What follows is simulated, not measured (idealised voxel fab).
process module | voxel transistor to metal
cross-section cut | 215 nm wide | cells 5 nm
A cross-section is a grid of square cells, given in bands from the top down. A band is one or more rows of cells.
Each band's line starts with the height of the band's top and of its bottom, in nm. Then come its materials from left to right, each with its width in nm. One material with "throughout" fills the band from edge to edge. "air" is empty space.
Height 0 is the level under which the wafer as received is all one material. The lowest band goes on downwards, as in "0 down".
A width such as "30 to 40" changes by the same amount from each row of cells to the next, from the band's top row to its bottom row.
"no change" after a step means that no cell of the cross-section changed.
closed voids: empty space of 8 cells or more with no open way to the top, each as width x height at its distance from the left edge, in nm
after a step's settings: what the simulator itself notes on the step
overlay nm, on a step with a mask: how far to the right of its planned place the mask lay; to the left if negative
plan
1 op RECEIVE | material Si
2 op OXIDIZE | depth nm 5
3 op CONFORMAL_DEP | material SiN | thk nm 10
4 op DIRECTIONAL_DEP | material aC | thk nm 10
5 op PATTERN | tone cover | mask id ACTIVE | material resist | width nm 110 | thk nm 25 | overlay nm 0
6 op DIRECTIONAL_ETCH | etch materials aC | depth nm 10
7 op STRIP | etch materials resist
8 op DIRECTIONAL_ETCH | etch materials SiN | depth nm 10
9 op DIRECTIONAL_ETCH | etch materials SiO2 | depth nm 5
10 op DIRECTIONAL_ETCH | etch materials Si | depth nm 35
11 op STRIP | etch materials aC
12 op OXIDIZE | depth nm 5
13 op FILL_DEP | material SiO2 | thk nm 10
14 op CMP | height nm 10
15 op SELECTIVE_ETCH | etch materials SiO2 | depth nm 10
16 op STRIP | etch materials SiN
17 op SELECTIVE_ETCH | etch materials SiO2 | depth nm 5
18 op OXIDIZE | depth nm 5
19 op DIRECTIONAL_DEP | material polySi | thk nm 25
20 op DIRECTIONAL_DEP | material SiCN | thk nm 10
21 op MASKED_ETCH | tone cover | mask id GATE | width nm 30 | etch materials SiCN | depth nm 20 | overlay nm 0
22 op MASKED_ETCH | tone cover | mask id GATE | width nm 30 | etch materials polySi | depth nm 35 | overlay nm 0
23 op CONFORMAL_DEP | material SiO2 | thk nm 5
24 op DIRECTIONAL_ETCH | etch materials SiO2 | depth nm 5
25 op CONFORMAL_DEP | material SiN | thk nm 5
26 op DIRECTIONAL_ETCH | etch materials SiN | depth nm 5
27 op DIRECTIONAL_ETCH | etch materials SiO2 | depth nm 5
28 op DIRECTIONAL_ETCH | etch materials Si | depth nm 15
29 op EPI | material SiGe | thk nm 20
30 op FILL_DEP | material SiO2 | thk nm 5
31 op CMP | height nm 20
32 op STRIP | etch materials polySi
33 op SELECTIVE_ETCH | etch materials SiO2 | depth nm 5
34 op CONFORMAL_DEP | material HfO2 | thk nm 5
35 op CONFORMAL_DEP | material TiN | thk nm 5
36 op FILL_DEP | material W | thk nm 10
37 op CMP | height nm 15
38 op DIRECTIONAL_DEP | material SiO2 | thk nm 10
39 op PATTERN | tone open | mask id CONTACT | material resist | width nm 15 | pitch nm 75 | thk nm 15 | overlay nm 0
40 op DIRECTIONAL_ETCH | etch materials SiO2 | depth nm 15
41 op STRIP | etch materials resist
42 op CONFORMAL_DEP | material TiN | thk nm 5
43 op FILL_DEP | material W | thk nm 10
44 op CMP | height nm 25
45 op CONFORMAL_DEP | material SiCN | thk nm 5
46 op DIRECTIONAL_DEP | material lowk | thk nm 25
47 op MASKED_ETCH | tone open | mask id METAL_1 | width nm 15 | pitch nm 75 | etch materials lowk | depth nm 25 | overlay nm 0
48 op MASKED_ETCH | tone open | mask id METAL_1 | width nm 15 | pitch nm 75 | etch materials SiCN | depth nm 5 | overlay nm 0
49 op CONFORMAL_DEP | material TiN | thk nm 5
50 op FILL_DEP | material W | thk nm 10
51 op CMP | height nm 55
52 op CONFORMAL_DEP | material SiCN | thk nm 5
as received, after step 1
  0 down: Si throughout
  closed voids: none
first wafer at the end, as planned
  60 to 55: SiCN throughout
  55 to 30: lowk 60 | TiN 5 | W 5 | TiN 5 | lowk 60 | TiN 5 | W 5 | TiN 5 | lowk 65
  30 to 25: SiCN 60 | TiN 15 | SiCN 60 | TiN 15 | SiCN 65
  25 to 15: SiO2 60 | TiN 5 | W 5 | TiN 5 | SiO2 60 | TiN 5 | W 5 | TiN 5 | SiO2 65
  15 to 10: SiO2 60 | TiN 15 | SiO2 5 | SiN 5 | HfO2 5 | TiN 5 | W 20 | TiN 5 | HfO2 5 | SiN 5 | SiO2 5 | TiN 15 | SiO2 65
  10 to 0: SiO2 60 | SiGe 20 | SiN 5 | HfO2 5 | TiN 5 | W 20 | TiN 5 | HfO2 5 | SiN 5 | SiGe 20 | SiO2 65
  0 to -5: SiO2 60 | SiGe 20 | SiN 5 | HfO2 5 | TiN 30 | HfO2 5 | SiN 5 | SiGe 20 | SiO2 65
  -5 to -10: SiO2 50 | SiGe 30 | SiO2 5 | HfO2 40 | SiO2 5 | SiGe 30 | SiO2 55
  -10 to -25: SiO2 55 | SiGe 25 | Si 50 | SiGe 25 | SiO2 60
  -25 to -45: SiO2 55 | Si 100 | SiO2 60
  -45 down: Si throughout
  closed voids: none
second wafer at the end: like start, like plan, one mistake
  60 to 55: SiCN throughout
  55 to 30: lowk 60 | TiN 5 | W 5 | TiN 5 | lowk 60 | TiN 5 | W 5 | TiN 5 | lowk 65
  30 to 25: SiCN 60 | TiN 15 | SiCN 60 | TiN 15 | SiCN 65
  25 to 20: W 55 | TiN 5 | SiO2 15 | TiN 5 | W 50 | TiN 5 | SiO2 15 | TiN 5 | W 60
  20 to 15: W 55 | TiN 5 | SiO2 15 | TiN 60 | SiO2 15 | TiN 5 | W 60
  15 to 10: TiN 60 | SiO2 15 | TiN 5 | SiN 5 | HfO2 5 | TiN 5 | W 20 | TiN 5 | HfO2 5 | SiN 5 | TiN 5 | SiO2 15 | TiN 65
  10 to 0: SiO2 60 | SiGe 20 | SiN 5 | HfO2 5 | TiN 5 | W 20 | TiN 5 | HfO2 5 | SiN 5 | SiGe 20 | SiO2 65
  0 to -5: SiO2 60 | SiGe 20 | SiN 5 | HfO2 5 | TiN 30 | HfO2 5 | SiN 5 | SiGe 20 | SiO2 65
  -5 to -10: SiO2 50 | SiGe 30 | SiO2 5 | HfO2 40 | SiO2 5 | SiGe 30 | SiO2 55
  -10 to -25: SiO2 55 | SiGe 25 | Si 50 | SiGe 25 | SiO2 60
  -25 to -45: SiO2 55 | Si 100 | SiO2 60
  -45 down: Si throughout
  closed voids: none
what went wrong: step 39 ran as: op PATTERN | tone cover | mask id CONTACT | material resist | width nm 15 | pitch nm 75 | thk nm 15 | overlay nm 0
at the end the second wafer has, in cells: 83 fewer of SiO2 | 31 more of TiN | 52 more of W
